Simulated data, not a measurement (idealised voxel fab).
voxel capacitor over wiring: a process module
The figure presents cross-section cut, which has a width of 210 nm and is divided into square cells with an edge length of 5 nm.
Reading order for cross-sections: top band down to bottom band. Underlying form: a grid of square cells. Band size: one or more rows of cells. Top, bottom (nm), then materials left to right with widths (nm); lone material tagged "all across" fills the whole band edge to edge; "blank" = empty space. Measure heights from 0. That's the level where, below it, the as-received wafer is all one material. The lowest band is bottomless and extends downward; write it as in "top 0, no bottom". Think of "30->40" as a width that walks from the first number to the second as you go down the band, top row to bottom row, taking equal-sized steps from row to row. When a step is marked "nothing got changed", none of the cells in the cross-section changed during that step. Closed-off voids of 8+ cells (no open route to the top) go in "Fully enclosed voids", written width x height at distance from the left edge, in nm. Step line, after settings: the simulator's comment on this step. "overlay nm" on a masked step: distance the mask lay right of its planned place, negative for left.
Process steps foreseen in the plan:
1) RECEIVE,material Si
2) CONFORMAL_DEP,material SiO2,thk nm 10
3) CONFORMAL_DEP,material SiCN,thk nm 5
4) DIRECTIONAL_DEP,material lowk,thk nm 25
5) PATTERN,tone open,mask id METAL_1,material resist,width nm 25,pitch nm 90,thk nm 20,overlay nm 0
6) DIRECTIONAL_ETCH,etch materials lowk,depth nm 25
7) DIRECTIONAL_ETCH,etch materials SiCN,depth nm 5
8) STRIP,etch materials resist
9) CONFORMAL_DEP,material TiN,thk nm 5
10) FILL_DEP,material Ru,thk nm 10
11) CMP,height nm 40
12) CONFORMAL_DEP,material SiCN,thk nm 5
13) DIRECTIONAL_DEP,material SiO2,thk nm 20
14) PATTERN,tone open,mask id PLUG_1,material resist,width nm 15,thk nm 20,overlay nm 0
15) DIRECTIONAL_ETCH,etch materials SiO2,depth nm 20
16) DIRECTIONAL_ETCH,etch materials SiCN,depth nm 5
17) STRIP,etch materials resist
18) EPI,material Ru,thk nm 10
19) EPI,material Ru,thk nm 10
20) EPI,material Ru,thk nm 5
21) DIRECTIONAL_DEP,material TiN,thk nm 5
22) DIRECTIONAL_DEP,material Al2O3,thk nm 5
23) DIRECTIONAL_DEP,material TiN,thk nm 5
24) DIRECTIONAL_DEP,material aC,thk nm 15
25) PATTERN,tone cover,mask id UPPER_PLATE,material resist,width nm 70,thk nm 35,overlay nm 0
26) DIRECTIONAL_ETCH,etch materials aC,depth nm 15
27) STRIP,etch materials resist
28) DIRECTIONAL_ETCH,etch materials TiN,depth nm 5
29) DIRECTIONAL_ETCH,etch materials Al2O3,depth nm 5
30) STRIP,etch materials aC
31) DIRECTIONAL_DEP,material aC,thk nm 10
32) PATTERN,tone cover,mask id LOWER_PLATE,material resist,width nm 80,thk nm 25,overlay nm 0
33) DIRECTIONAL_ETCH,etch materials aC,depth nm 10
34) STRIP,etch materials resist
35) DIRECTIONAL_ETCH,etch materials TiN,depth nm 5
36) STRIP,etch materials aC
37) FILL_DEP,material SiO2,thk nm 20
38) CMP,height nm 95
39) PATTERN,tone open,mask id PLUG_2,material resist,width nm 15,thk nm 20,overlay nm 0
40) DIRECTIONAL_ETCH,etch materials SiO2,depth nm 15
41) STRIP,etch materials resist
42) CONFORMAL_DEP,material TiN,thk nm 5
43) FILL_DEP,material W,thk nm 10
44) CMP,height nm 95
45) CONFORMAL_DEP,material SiN,thk nm 5
As-received wafer cross-section (after step 1):
top 0, no bottom: Si all across
Fully enclosed voids: none
Cross-sectional image of the first of two wafers at the end of the module, the run having proceeded as planned:
top 100, bottom 95: SiN all across
top 95, bottom 85: 65 SiO2 / 5 TiN / 5 W / 5 TiN / 130 SiO2
top 85, bottom 75: 65->55 SiO2 / 15->70 TiN / 130->85 SiO2
top 75, bottom 70: 55 SiO2 / 70 Al2O3 / 85 SiO2
top 70, bottom 65: 50 SiO2 / 80 TiN / 80 SiO2
top 65, bottom 45: 55 SiO2 / 15 Ru / 140 SiO2
top 45, bottom 40: 55 SiCN / 15 Ru / 140 SiCN
top 40, bottom 15: 45 lowk / 5 TiN / 15 Ru / 5 TiN / 65 lowk / 5 TiN / 15 Ru / 5 TiN / 50 lowk
top 15, bottom 10: 45 SiCN / 25 TiN / 65 SiCN / 25 TiN / 50 SiCN
top 10, bottom 0: SiO2 all across
top 0, no bottom: Si all across
Fully enclosed voids: none
End-of-module cross-section of the second wafer: identical starting point and process plan to the first, with one processing mistake:
top 100, bottom 95: SiN all across
top 95, bottom 85: 65 SiO2 / 5 TiN / 5 W / 5 TiN / 130 SiO2
top 85, bottom 75: 65 SiO2 / 15->65 TiN / 130->80 SiO2
top 75, bottom 70: 65 SiO2 / 70 Al2O3 / 75 SiO2
top 70, bottom 65: 50 SiO2 / 85 TiN / 75 SiO2
top 65, bottom 45: 55 SiO2 / 15 Ru / 140 SiO2
top 45, bottom 40: 55 SiCN / 15 Ru / 140 SiCN
top 40, bottom 15: 45 lowk / 5 TiN / 15 Ru / 5 TiN / 65 lowk / 5 TiN / 15 Ru / 5 TiN / 50 lowk
top 15, bottom 10: 45 SiCN / 25 TiN / 65 SiCN / 25 TiN / 50 SiCN
top 10, bottom 0: SiO2 all across
top 0, no bottom: Si all across
Fully enclosed voids: none
Misprocessing identified: step 25 was processed under conditions differing from the plan, specifically as PATTERN,tone cover,mask id UPPER_PLATE,material resist,width nm 70,thk nm 35,overlay nm 10
End check, second vs first wafer: material counts in cells match, positions do not.
